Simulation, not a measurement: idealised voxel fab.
voxel gate over fins: a process module
The cross-section on display is named cut; it measures 290 nm wide, and its cells are 5 nm squares.
How to read a cross-section here: the picture is a grid of square cells, written as bands going from the top down, and any band can span one or more rows of cells.
Basically the band line says how high the top is and how high the bottom is, in nm, and then what's in it from left to right, every material with its width in nm. Empty space shows up as "air", and if a single material carries "edge to edge" it runs the full band edge to edge.
The level at which height equals 0 is the one under which the wafer, as it arrives, is entirely one material. No lower edge exists for the bottom band, which continues downward and is notated as in "0 down".
A two-number width, for instance "30..40", indicates that the width is equal to the first number in the top row of the band and to the second number in the bottom row, and that it changes by a constant amount per row of cells.
Given "nothing got changed" for a step, no cell of the cross-section differs between before and after that step.
Voids lacking openings: empty space of 8 cells or more with no open way to the top, each as width x height at its distance from the left edge, in nm
Whatever follows a step's settings on its line is a remark the simulator itself makes about that step.
overlay nm: mask right of planned place by this much (step with mask). Neg. = left.
Here's what the planned process steps look like
| 1 | RECEIVE with material Si |
| 2 | CONFORMAL_DEP with material SiN, thk nm 5 |
| 3 | DIRECTIONAL_DEP with material aC, thk nm 10 |
| 4 | PATTERN with tone cover, mask id FINS, material resist, width nm 15, pitch nm 55, thk nm 30, overlay nm 0 |
| 5 | DIRECTIONAL_ETCH with etch materials aC, depth nm 10 |
| 6 | STRIP with etch materials resist |
| 7 | DIRECTIONAL_ETCH with etch materials SiN, depth nm 5 |
| 8 | DIRECTIONAL_ETCH with etch materials Si, depth nm 35 |
| 9 | STRIP with etch materials aC |
| 10 | FILL_DEP with material SiO2, thk nm 15 |
| 11 | CMP with height nm 5 |
| 12 | DIRECTIONAL_DEP with material aC, thk nm 15 |
| 13 | PATTERN with tone open, mask id RAIL, material resist, width nm 15, thk nm 35, overlay nm 0 |
| 14 | DIRECTIONAL_ETCH with etch materials aC, depth nm 15 |
| 15 | STRIP with etch materials resist |
| 16 | DIRECTIONAL_ETCH with etch materials SiO2, depth nm 35 |
| 17 | STRIP with etch materials aC |
| 18 | CONFORMAL_DEP with material TiN, thk nm 5 |
| 19 | FILL_DEP with material Ru, thk nm 5 |
| 20 | CMP with height nm 5 |
| 21 | SELECTIVE_ETCH with etch materials W Ru TiN, depth nm 20 |
| 22 | FILL_DEP with material SiO2, thk nm 5 |
| 23 | CMP with height nm 5 |
| 24 | SELECTIVE_ETCH with etch materials SiO2, depth nm 15 |
| 25 | STRIP with etch materials SiN |
| 26 | CONFORMAL_DEP with material HfO2, thk nm 5 |
| 27 | CONFORMAL_DEP with material TiN, thk nm 5 |
| 28 | CONFORMAL_DEP with material TiAl, thk nm 5 |
| 29 | CONFORMAL_DEP with material TiN, thk nm 5 |
| 30 | FILL_DEP with material W, thk nm 15 |
| 31 | CMP with height nm 30 |
| 32 | CONFORMAL_DEP with material SiCN, thk nm 10 |
The first of a set of two wafers, run to plan
Delivered wafer in cross-section: state after step 1
> 0 down = Si edge to edge
> Voids lacking openings: none
After step 2, in cross-section
> 5 to 0 = SiN edge to edge
> Unchanged below 0.
After step 3, in cross-section
> 15 to 5 = aC edge to edge
> Unchanged below 5.
After step 4, in cross-section
> 45 to 15 = air (110) / resist (15) / air (40) / resist (15) / air (110)
> Unchanged below 15.
After step 5, in cross-section
> 35 to 15 = air (110) / resist (15) / air (40) / resist (15) / air (110)
> 15 to 5 = air (110) / aC (15) / air (40) / aC (15) / air (110)
> Unchanged below 5.
After step 6, in cross-section
> 15 to 5 = air (110) / aC (15) / air (40) / aC (15) / air (110)
> Unchanged below 5.
After step 7, in cross-section
> 15 to 5 = air (110) / aC (15) / air (40) / aC (15) / air (110)
> 5 to 0 = air (110) / SiN (15) / air (40) / SiN (15) / air (110)
> Unchanged below 0.
After step 8, in cross-section
> 15 to 5 = air (110) / aC (15) / air (40) / aC (15) / air (110)
> 5 to 0 = air (110) / SiN (15) / air (40) / SiN (15) / air (110)
> 0 to -35 = air (110) / Si (15) / air (40) / Si (15) / air (110)
> Unchanged below -35.
After step 9, in cross-section
> 5 to 0 = air (110) / SiN (15) / air (40) / SiN (15) / air (110)
> Unchanged below 0.
After step 10, in cross-section
> 20 to 5 = SiO2 edge to edge
> 5 to 0 = SiO2 (110) / SiN (15) / SiO2 (40) / SiN (15) / SiO2 (110)
> 0 to -35 = SiO2 (110) / Si (15) / SiO2 (40) / Si (15) / SiO2 (110)
> Unchanged below -35.
After step 11, in cross-section
> 5 to 0 = SiO2 (110) / SiN (15) / SiO2 (40) / SiN (15) / SiO2 (110)
> Unchanged below 0.
After step 12, in cross-section
> 20 to 5 = aC edge to edge
> Unchanged below 5.
After step 13, in cross-section
> 55 to 20 = resist (135) / air (15) / resist (140)
> Unchanged below 20.
After step 14, in cross-section
> 40 to 20 = resist (135) / air (15) / resist (140)
> 20 to 5 = aC (135) / air (15) / aC (140)
> Unchanged below 5.
After step 15, in cross-section
> 20 to 5 = aC (135) / air (15) / aC (140)
> Unchanged below 5.
After step 16, in cross-section
> 20 to 5 = aC (135) / air (15) / aC (140)
> 5 to 0 = SiO2 (110) / SiN (15) / SiO2 (10) / air (15) / SiO2 (15) / SiN (15) / SiO2 (110)
> 0 to -30 = SiO2 (110) / Si (15) / SiO2 (10) / air (15) / SiO2 (15) / Si (15) / SiO2 (110)
> Unchanged below -30.
After step 17, in cross-section
> 5 to 0 = SiO2 (110) / SiN (15) / SiO2 (10) / air (15) / SiO2 (15) / SiN (15) / SiO2 (110)
> Unchanged below 0.
After step 18, in cross-section
> 10 to 5 = TiN (140) / air (5) / TiN (145)
> 5 to 0 = SiO2 (110) / SiN (15) / SiO2 (10) / TiN (5) / air (5) / TiN (5) / SiO2 (15) / SiN (15) / SiO2 (110)
> 0 to -25 = SiO2 (110) / Si (15) / SiO2 (10) / TiN (5) / air (5) / TiN (5) / SiO2 (15) / Si (15) / SiO2 (110)
> -25 to -30 = SiO2 (110) / Si (15) / SiO2 (10) / TiN (15) / SiO2 (15) / Si (15) / SiO2 (110)
> Unchanged below -30.
After step 19, in cross-section
> 15 to 10 = Ru edge to edge
> 10 to 5 = TiN (140) / Ru (5) / TiN (145)
> 5 to 0 = SiO2 (110) / SiN (15) / SiO2 (10) / TiN (5) / Ru (5) / TiN (5) / SiO2 (15) / SiN (15) / SiO2 (110)
> 0 to -25 = SiO2 (110) / Si (15) / SiO2 (10) / TiN (5) / Ru (5) / TiN (5) / SiO2 (15) / Si (15) / SiO2 (110)
> Unchanged below -25.
After step 20, in cross-section
> 5 to 0 = SiO2 (110) / SiN (15) / SiO2 (10) / TiN (5) / Ru (5) / TiN (5) / SiO2 (15) / SiN (15) / SiO2 (110)
> Unchanged below 0.
After step 21, in cross-section
> 5 to 0 = SiO2 (110) / SiN (15) / SiO2 (10) / air (15) / SiO2 (15) / SiN (15) / SiO2 (110)
> 0 to -15 = SiO2 (110) / Si (15) / SiO2 (10) / air (15) / SiO2 (15) / Si (15) / SiO2 (110)
> Unchanged below -15.
After step 22, in cross-section
> 10 to 5 = SiO2 edge to edge
> 5 to 0 = SiO2 (110) / SiN (15) / SiO2 (40) / SiN (15) / SiO2 (110)
> 0 to -15 = SiO2 (110) / Si (15) / SiO2 (40) / Si (15) / SiO2 (110)
> Unchanged below -15.
After step 23, in cross-section
> 5 to 0 = SiO2 (110) / SiN (15) / SiO2 (40) / SiN (15) / SiO2 (110)
> Unchanged below 0.
After step 24, in cross-section
> 5 to 0 = air (110) / SiN (15) / air (40) / SiN (15) / air (110)
> 0 to -10 = air (110) / Si (15) / air (40) / Si (15) / air (110)
> Unchanged below -10.
After step 25, in cross-section
> 0 to -10 = air (110) / Si (15) / air (40) / Si (15) / air (110)
> Unchanged below -10.
After step 26, in cross-section
> 5 to 0 = air (105) / HfO2 (25) / air (30) / HfO2 (25) / air (105)
> 0 to -5 = air (105) / HfO2 (5) / Si (15) / HfO2 (5) / air (30) / HfO2 (5) / Si (15) / HfO2 (5) / air (105)
> -5 to -10 = HfO2 (110) / Si (15) / HfO2 (40) / Si (15) / HfO2 (110)
> Unchanged below -10.
After step 27, in cross-section
> 10 to 5 = air (100) / TiN (35) / air (20) / TiN (35) / air (100)
> 5 to 0 = air (100) / TiN (5) / HfO2 (25) / TiN (5) / air (20) / TiN (5) / HfO2 (25) / TiN (5) / air (100)
> 0 to -5 = TiN (105) / HfO2 (5) / Si (15) / HfO2 (5) / TiN (30) / HfO2 (5) / Si (15) / HfO2 (5) / TiN (105)
> Unchanged below -5.
After step 28, in cross-section
> 15 to 10 = air (95) / TiAl (45) / air (10) / TiAl (45) / air (95)
> 10 to 5 = air (95) / TiAl (5) / TiN (35) / TiAl (5) / air (10) / TiAl (5) / TiN (35) / TiAl (5) / air (95)
> 5 to 0 = TiAl (100) / TiN (5) / HfO2 (25) / TiN (5) / TiAl (20) / TiN (5) / HfO2 (25) / TiN (5) / TiAl (100)
> Unchanged below 0.
After step 29, in cross-section
> 20 to 15 = air (90) / TiN (110) / air (90)
> 15 to 10 = air (90) / TiN (5) / TiAl (45) / TiN (10) / TiAl (45) / TiN (5) / air (90)
> 10 to 5 = TiN (95) / TiAl (5) / TiN (35) / TiAl (5) / TiN (10) / TiAl (5) / TiN (35) / TiAl (5) / TiN (95)
> Unchanged below 5.
After step 30, in cross-section
> 35 to 20 = W edge to edge
> 20 to 15 = W (90) / TiN (110) / W (90)
> 15 to 10 = W (90) / TiN (5) / TiAl (45) / TiN (10) / TiAl (45) / TiN (5) / W (90)
> Unchanged below 10.
After step 31, in cross-section
> 30 to 20 = W edge to edge
> Unchanged below 20.
After step 32, in cross-section
> 40 to 30 = SiCN edge to edge
> Unchanged below 30.
The remaining wafer, second of the two, started like the first and was run to the same plan, except that one mistake was made along the way; the two coincide through step 27, inclusive
At the planned end of step 28, the second wafer in cross-section
> 15 to 5 = air (95) / TiN (45) / air (10) / TiN (45) / air (95)
> 5 to 0 = TiN (105) / HfO2 (25) / TiN (30) / HfO2 (25) / TiN (105)
> Unchanged below 0.
At the planned end of step 29, the second wafer in cross-section
> 20 to 15 = air (90) / TiAl (110) / air (90)
> 15 to 10 = air (90) / TiAl (5) / TiN (45) / TiAl (10) / TiN (45) / TiAl (5) / air (90)
> 10 to 5 = TiAl (95) / TiN (45) / TiAl (10) / TiN (45) / TiAl (95)
> Unchanged below 5.
At the planned end of step 30, the second wafer in cross-section
> 35 to 20 = W edge to edge
> 20 to 15 = W (90) / TiAl (110) / W (90)
> 15 to 10 = W (90) / TiAl (5) / TiN (45) / TiAl (10) / TiN (45) / TiAl (5) / W (90)
> Unchanged below 10.
At the planned end of step 31, the second wafer in cross-section
> 30 to 20 = W edge to edge
> Unchanged below 20.
At the planned end of step 32, the second wafer in cross-section
> 40 to 30 = SiCN edge to edge
> Unchanged below 30.
Error vs. plan: plan steps 28 and 29 run swapped
End check, second vs first wafer: material counts in cells match, positions do not.
